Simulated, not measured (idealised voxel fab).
Herein follows the process module entitled voxel lift off.
Cross-section cut spans 270 nm and uses square cells 5 nm in size.
We lay out every cross-section as a grid of square cells and spell it out in bands from the top down, where one band means one or more rows of cells. Band: top and bottom heights (nm) first, top before bottom; then materials from left to right, widths in nm. "edge to edge" marks a sole material filling the band edge to edge. "air" denotes empty space. Counting heights begins at 0, where everything beneath is, in the wafer as received, one material. The lowest band has no bottom; it goes on downwards, as "0 and below" shows. A two-number width, for instance "30->40", indicates that the width is equal to the first number in the top row of the band and to the second number in the bottom row, and that it changes by a constant amount per row of cells. Step marked "no change"? Then no cell in the cross-section changed in it. The label "Enclosed cavities" introduces a list of the empty spaces, 8 cells or larger, that have no open way up to the top; each entry in it reads width x height at distance, where the distance is taken from the left edge and all three are stated in nm. Read whatever lies past the settings on a step's line as the simulator's own remark about the step. overlay nm: how far to the right of its planned place the mask lay on this masked step (negative: to the left).
List of planned process steps
- 1: RECEIVE: material Si
- 2: CONFORMAL_DEP: material SiN, thk nm 5
- 3: PATTERN: tone open, mask id LINES, material resist, width nm 15, pitch nm 45, thk nm 20, overlay nm 0
- 4: DIRECTIONAL_DEP: material Ru, thk nm 10
- 5: STRIP: etch materials resist
- 6: CONFORMAL_DEP: material SiCN, thk nm 10
Wafer cross-section on receipt, i.e. after step 1
* 0 and below = Si edge to edge
* Enclosed cavities: none
As-planned run: cross-section of the first of two wafers at end of module
* 25 down to 15 = air 50, then SiCN 35, then air 10, then SiCN 35, then air 10, then SiCN 35, then air 10, then SiCN 35, then air 50
* 15 down to 5 = SiCN 60, then Ru 15, then SiCN 30, then Ru 15, then SiCN 30, then Ru 15, then SiCN 30, then Ru 15, then SiCN 60
* 5 down to 0 = SiN edge to edge
* 0 and below = Si edge to edge
* Enclosed cavities: none
Cross-section, wafer two of two, end of module: same start and plan as wafer one, one error in execution
* 15 down to 5 = air 60, then Ru 15, then air 30, then Ru 15, then air 30, then Ru 15, then air 30, then Ru 15, then air 60
* 5 down to 0 = SiN edge to edge
* 0 and below = Si edge to edge
* Enclosed cavities: none
Against the plan, the run slipped here: no execution of plan step 6; skipped
Looking at both finished wafers in cells, the second ends up ahead of or behind the first on some materials: SiCN: 140 fewer
